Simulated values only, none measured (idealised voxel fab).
Proc. module: voxel self aligned contacts
Each square cell in cross-section cut measures 5 nm, and the section as a whole is 200 nm wide.
Cross-section, as written here: a square-cell grid given band by band from the top down, where a band holds one or more rows of cells.
In this notation a band is specified by the heights of its top and bottom, in that order and in nm, after which its materials appear from left to right, each paired with its width in nm. The word "throughout" attached to a single material means that material fills the band from edge to edge; the word "blank" stands for empty space.
Beneath 0, the wafer as received is one material, and that level is where height counting begins. The lowest band goes on downward without a bottom; it is written like "from 0 down".
Top row gets the first number, bottom row gets the second, and each row in between changes by the same step: that is how a band width like "30->40" works.
For the purposes of this document, the phrase "nothing changed" attached to a step denotes that no cell within the cross-section was modified by that step.
"Closed void table" specifies each empty space that is not open to the top and that occupies no fewer than 8 cells, using the form width x height at distance, the distance measured from the left edge and all three quantities in nm.
Heads up: the bit after the settings on a step's line is the simulator's remark on that step.
The optional step-line setting "overlay nm" applies to steps with a mask and quantifies how far to the right of its planned location the mask lay, a negative value indicating leftward placement.

Steps in the process plan
1: RECEIVE,material Si
2: CONFORMAL_DEP,material SiO2,thk nm 5
3: DIRECTIONAL_DEP,material polySi,thk nm 30
4: DIRECTIONAL_DEP,material SiN,thk nm 20
5: DIRECTIONAL_DEP,material aC,thk nm 15
6: PATTERN,tone cover,mask id GATE,material resist,width nm 25,pitch nm 60,thk nm 30,overlay nm 0
7: DIRECTIONAL_ETCH,etch materials aC,depth nm 15
8: STRIP,etch materials resist
9: DIRECTIONAL_ETCH,etch materials SiN,depth nm 20
10: DIRECTIONAL_ETCH,etch materials polySi,depth nm 30
11: STRIP,etch materials aC
12: CONFORMAL_DEP,material SiN,thk nm 10
13: DIRECTIONAL_ETCH,etch materials SiN,depth nm 10
14: FILL_DEP,material SiO2,thk nm 15
15: CMP,height nm 60
16: MASKED_ETCH,tone open,mask id CONTACT,width nm 45,etch materials SiO2,depth nm 60,overlay nm 0
17: CONFORMAL_DEP,material TiN,thk nm 5
18: FILL_DEP,material Ru,thk nm 5
19: CMP,height nm 60
20: CONFORMAL_DEP,material SiN,thk nm 5

The cross-section here shows the wafer as received, i.e. in its state after step 1
* from 0 down = Si throughout
* Closed void table: none

Final cross-section, module run with one mistake (start and plan as above)
* from 65 to 60 = SiN throughout
* from 60 to 55 = SiO2=75 / TiN=20 / Ru=5 / TiN=20 / SiO2=80
* from 55 to 40 = SiO2=45 / SiN=45 / TiN=5 / Ru=5 / TiN=5 / SiN=45 / SiO2=50
* from 40 to 35 = SiO2=45 / SiN=45 / TiN=15 / SiN=45 / SiO2=50
* from 35 to 5 = TiN throughout
* from 5 to 0 = SiO2 throughout
* from 0 down = Si throughout
* Closed void table: none
Processing error: step 3 ran differently from the plan; actual operation with settings: DIRECTIONAL_DEP,material TiN,thk nm 30
